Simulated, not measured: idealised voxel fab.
The process module that follows is named voxel transistor to metal.
Square cells of 5 nm make up the cross-section cut, whose width is 185 nm.
In what follows, cross-sections appear as grids of square cells, described through bands that run from the top down, where every band is one or more rows of cells. Each band's line starts with the height of the band's top and of its bottom, in nm. Then come its materials from left to right, each with its width in nm. One material with "full width" fills the band from edge to edge. "empty" is empty space. Below 0: as-received wafer, all one material; heights counted from there. Lowest band: no bottom, goes on down, written "0..down". A width such as "30->40" changes by the same amount from each row of cells to the next, from the band's top row to its bottom row. Key: "all unchanged" - step with no changed cell in the cross-section. "Tabulated closed voids": sealed empty spaces, 8 cells or more, no open way to top, listed width x height at distance, with distance from the left edge and width, height and distance in nm. Text after the settings on a step's line: the simulator's own remark on that step. overlay nm, on a step with a mask: how far to the right of its planned place the mask lay; to the left if negative.
Here's what the planned process steps look like
1 RECEIVE: material Si
2 CONFORMAL_DEP: material SiO2, thk nm 5
3 CONFORMAL_DEP: material SiN, thk nm 10
4 PATTERN: tone cover, mask id ACTIVE, material resist, width nm 85, thk nm 20, overlay nm 0
5 DIRECTIONAL_ETCH: etch materials SiN, depth nm 10
6 DIRECTIONAL_ETCH: etch materials SiO2, depth nm 5
7 DIRECTIONAL_ETCH: etch materials Si, depth nm 20
8 STRIP: etch materials resist
9 OXIDIZE: depth nm 5
10 FILL_DEP: material SiO2, thk nm 15
11 CMP: height nm 15
12 SELECTIVE_ETCH: etch materials SiO2, depth nm 5
13 STRIP: etch materials SiN
14 SELECTIVE_ETCH: etch materials SiO2, depth nm 5
15 OXIDIZE: depth nm 5
16 DIRECTIONAL_DEP: material polySi, thk nm 25
17 DIRECTIONAL_DEP: material SiCN, thk nm 15
18 DIRECTIONAL_DEP: material aC, thk nm 10
19 PATTERN: tone cover, mask id GATE, material resist, width nm 15, thk nm 25, overlay nm 0
20 DIRECTIONAL_ETCH: etch materials aC, depth nm 10
21 STRIP: etch materials resist
22 DIRECTIONAL_ETCH: etch materials SiCN, depth nm 25
23 DIRECTIONAL_ETCH: etch materials polySi, depth nm 35
24 STRIP: etch materials aC
25 CONFORMAL_DEP: material SiN, thk nm 10
26 DIRECTIONAL_ETCH: etch materials SiN, depth nm 10
27 DIRECTIONAL_ETCH: etch materials SiO2, depth nm 5
28 EPI: material SiGe, thk nm 5
29 FILL_DEP: material SiO2, thk nm 10
30 CMP: height nm 40
31 DIRECTIONAL_DEP: material SiO2, thk nm 15
32 MASKED_ETCH: tone open, mask id CONTACT, width nm 15, pitch nm 60, etch materials SiO2, depth nm 55, overlay nm 0
33 CONFORMAL_DEP: material TiN, thk nm 5
34 FILL_DEP: material W, thk nm 5
35 CMP: height nm 55
36 CONFORMAL_DEP: material SiCN, thk nm 5
37 DIRECTIONAL_DEP: material SiO2, thk nm 20
38 PATTERN: tone open, mask id METAL_1, material resist, width nm 15, pitch nm 60, thk nm 15, overlay nm 0
39 DIRECTIONAL_ETCH: etch materials SiO2, depth nm 20
40 DIRECTIONAL_ETCH: etch materials SiCN, depth nm 5
41 STRIP: etch materials resist
42 CONFORMAL_DEP: material TiN, thk nm 5
43 FILL_DEP: material Cu, thk nm 5
44 CMP: height nm 80
45 CONFORMAL_DEP: material SiN, thk nm 5
Shown in cross-section is the wafer as received, that is, as it stands after step 1
* 0..down  Si full width
* Tabulated closed voids: none
Module complete - cross-section of the first of two wafers, run according to plan
* 85..80  SiN full width
* 80..60  55 nm SiO2, 5 nm TiN, 5 nm Cu, 5 nm TiN, 45 nm SiO2, 5 nm TiN, 5 nm Cu, 5 nm TiN, 55 nm SiO2
* 60..55  55 nm SiCN, 15 nm TiN, 45 nm SiCN, 15 nm TiN, 55 nm SiCN
* 55..40  55 nm SiO2, 5 nm TiN, 5 nm W, 5 nm TiN, 45 nm SiO2, 5 nm TiN, 5 nm W, 5 nm TiN, 55 nm SiO2
* 40..25  55 nm SiO2, 5 nm TiN, 5 nm W, 5 nm TiN, 5 nm SiO2, 10 nm SiN, 15 nm SiCN, 10 nm SiN, 5 nm SiO2, 5 nm TiN, 5 nm W, 5 nm TiN, 55 nm SiO2
* 25..5  55 nm SiO2, 5 nm TiN, 5 nm W, 5 nm TiN, 5 nm SiO2, 10 nm SiN, 15 nm polySi, 10 nm SiN, 5 nm SiO2, 5 nm TiN, 5 nm W, 5 nm TiN, 55 nm SiO2
* 5..0  45 nm SiO2, 10 nm SiN, 15 nm TiN, 5 nm SiO2, 10 nm SiN, 15 nm polySi, 10 nm SiN, 5 nm SiO2, 15 nm TiN, 10 nm SiN, 45 nm SiO2
* 0..-5  55 nm SiO2, 20 nm SiGe, 35 nm SiO2, 20 nm SiGe, 55 nm SiO2
* -5..-25  55 nm SiO2, 75 nm Si, 55 nm SiO2
* -25..down  Si full width
* Tabulated closed voids: none
Presented here is a cross-section of the second of the two wafers as it stood at the end of the module. It was started in the same manner and assigned the same plan as the first wafer; however, one mistake was made in its execution
* 85..80  SiN full width
* 80..60  55 nm SiO2, 5 nm TiN, 5 nm Cu, 5 nm TiN, 45 nm SiO2, 5 nm TiN, 5 nm Cu, 5 nm TiN, 55 nm SiO2
* 60..55  55 nm SiCN, 15 nm TiN, 45 nm SiCN, 15 nm TiN, 55 nm SiCN
* 55..40  55 nm SiO2, 5 nm TiN, 5 nm W, 5 nm TiN, 45 nm SiO2, 5 nm TiN, 5 nm W, 5 nm TiN, 55 nm SiO2
* 40..20  55 nm SiO2, 5 nm TiN, 5 nm W, 5 nm TiN, 5 nm SiO2, 10 nm SiN, 15 nm polySi, 10 nm SiN, 5 nm SiO2, 5 nm TiN, 5 nm W, 5 nm TiN, 55 nm SiO2
* 20..15  55 nm SiO2, 15 nm TiN, 45 nm SiO2, 15 nm TiN, 55 nm SiO2
* 15..5  50 nm SiO2, 85 nm SiN, 50 nm SiO2
* 5..0  SiO2 full width
* 0..-25  55 nm SiO2, 75 nm Si, 55 nm SiO2
* -25..down  Si full width
* Tabulated closed voids: none
So what did we get wrong on this run? step 11 of the plan: omitted, not performed
Materials where the second wafer ends with more or fewer cells than the first: 15 more of Si, 9 fewer of SiCN, 8 fewer of SiGe, 14 more of SiN, 9 more of SiO2, 12 fewer of TiN, 6 fewer of W, 3 fewer of polySi
